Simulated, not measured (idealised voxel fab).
Process module heading - voxel local oxidation
This is section cut - it's 280 nm across, gridded in 5 nm square cells.
Cross-section layout: square cells on a grid; listed as bands, top to bottom; a band spans one or more cell rows.
Each band's line starts with the height of the band's top and of its bottom, in nm. Then come its materials from left to right, each with its width in nm. One material with "full width" fills the band from edge to edge. "air" is empty space.
Beneath 0, the wafer as received is one material, and that level is where height counting begins. The lowest band goes on downward without a bottom; it is written like "0 -> down".
Width: "30..40" (first number = top row, second number = bottom row, same change from row to row of cells).
"stayed the same" -> step changed no cross-section cell.
The entry titled "Enclosed internal cavities" provides the empty spaces that have no open way to the top, restricted to those of 8 cells or more. Each is presented as width x height at distance, the distance being measured from the left edge, with all three in nm.
Formally, on a step line, whatever follows the settings is a remark that the simulator itself makes on the step.
A step's line can hold "overlay nm"; with a mask on that step, the setting says how far right of the planned place the mask lay, while a negative setting says it lay to the left.
Process steps foreseen in the plan
1 RECEIVE [material Si]
2 CONFORMAL_DEP [material SiO2] [thk nm 5]
3 CONFORMAL_DEP [material SiN] [thk nm 15]
4 DIRECTIONAL_DEP [material aC] [thk nm 15]
5 PATTERN [tone cover] [mask id ACTIVE] [material resist] [width nm 125] [thk nm 30] [overlay nm 0]
6 DIRECTIONAL_ETCH [etch materials aC] [depth nm 15]
7 STRIP [etch materials resist]
8 DIRECTIONAL_ETCH [etch materials SiN] [depth nm 5]
9 STRIP [etch materials aC]
10 SELECTIVE_ETCH [etch materials SiO2] [depth nm 5]
11 OXIDIZE [depth nm 15]
12 STRIP [etch materials SiN]
The depth nm used in step 8 is not the same on every wafer, whereas the starting condition is; the value printed in the plan is the first wafer's.
Here's the first of the wafers in cross-section, just as we got it, i.e. after step 1
    0 -> down  Si full width
    Enclosed internal cavities: none
Here is the cross-section of the first of several wafers at the end of the module, after its last step, step 12
    5 -> 0  SiO2 full width
    0 -> down  Si full width
    Enclosed internal cavities: none
Here we cross-sectioned the last of the wafers once the module was done
    5 -> 0  80 air, then 115 SiO2, then 85 air
    0 -> -15  95 SiO2, then 85 Si, then 100 SiO2
    -15 -> down  Si full width
    Enclosed internal cavities: none
The rows of the table below are wafers. Looking at the end of the module, a row counts, for every material, the cells the wafer has gained, shown as (+), or lost, shown as (-), since it was received; its closed voids come next
depth nm 5; +56 SiO2; Enclosed internal cavities: none
depth nm 10; +56 SiO2; Enclosed internal cavities: none
depth nm 15; -117 Si; +140 SiO2; Enclosed internal cavities: none
depth nm 20; -117 Si; +140 SiO2; Enclosed internal cavities: none
depth nm 25; -117 Si; +140 SiO2; Enclosed internal cavities: none
depth nm 30; -117 Si; +140 SiO2; Enclosed internal cavities: none
